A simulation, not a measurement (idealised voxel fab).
The document below concerns the process module designated voxel local oxidation.
cross-section cut | 240 nm wide | cells 5 nm
Reading order for cross-sections: top band down to bottom band. Underlying form: a grid of square cells. Band size: one or more rows of cells.
For a band, the entry starts with two heights in nm, that of the top and then that of the bottom, and carries on with the band's materials in order from left to right, each alongside its width in nm; the word "all across" beside a single material means it fills the band edge to edge, and "blank" means empty space.
Zero point of the height axis is 0; under it, received wafer = one material. Lowest band: continues down indefinitely, "0 and below".
The expression "30..40" gives the width at the extremes of the band, the first number at its top row of cells and the second at its bottom row, with the width changing by equal amounts from each row to the next in between.
The designation "no modifications", where it is given for a processing step, indicates that no cell of the cross-section was altered in the course of that step.
Each empty space that has no open way to the top and spans at least 8 cells appears under "Unvented voids" as width x height at distance, the distance counted from the left edge, all in nm.
Anything after a step's settings on that line? It's the simulator's own note about the step.
On any step carrying a mask, the "overlay nm" setting, if present on the step's line, tells how far right of its planned place the mask lay; negative values point to the left.
# Steps planned for the process
1. RECEIVE (material Si)
2. CONFORMAL_DEP (material SiO2; thk nm 5)
3. CONFORMAL_DEP (material SiN; thk nm 10)
4. DIRECTIONAL_DEP (material aC; thk nm 15)
5. PATTERN (tone cover; mask id ACTIVE; material resist; width nm 90; thk nm 35; overlay nm 0)
6. DIRECTIONAL_ETCH (etch materials aC; depth nm 15)
7. STRIP (etch materials resist)
8. DIRECTIONAL_ETCH (etch materials SiN; depth nm 10)
9. STRIP (etch materials aC)
10. SELECTIVE_ETCH (etch materials SiO2; depth nm 5)
11. OXIDIZE (depth nm 15)
12. STRIP (etch materials SiN)
# As received (post step 1): cross-section
* 0 and below = Si all across
* Unvented voids: none
# Starting structure and process plan are as shown above, but one mistake was made in running the module; the wafer cross-section at the end of the module follows
* 5 down to 0 = blank: 85; SiO2: 80; blank: 75
* 0 down to -15 = SiO2: 100; Si: 50; SiO2: 90
* -15 and below = Si all across
* Unvented voids: none
It is concluded that the wafer was processed incorrectly with respect to the plan, in that note that step 5 departed from the planned setting and was carried out as PATTERN (tone cover; mask id ACTIVE; material resist; width nm 90; thk nm 35; overlay nm 5)
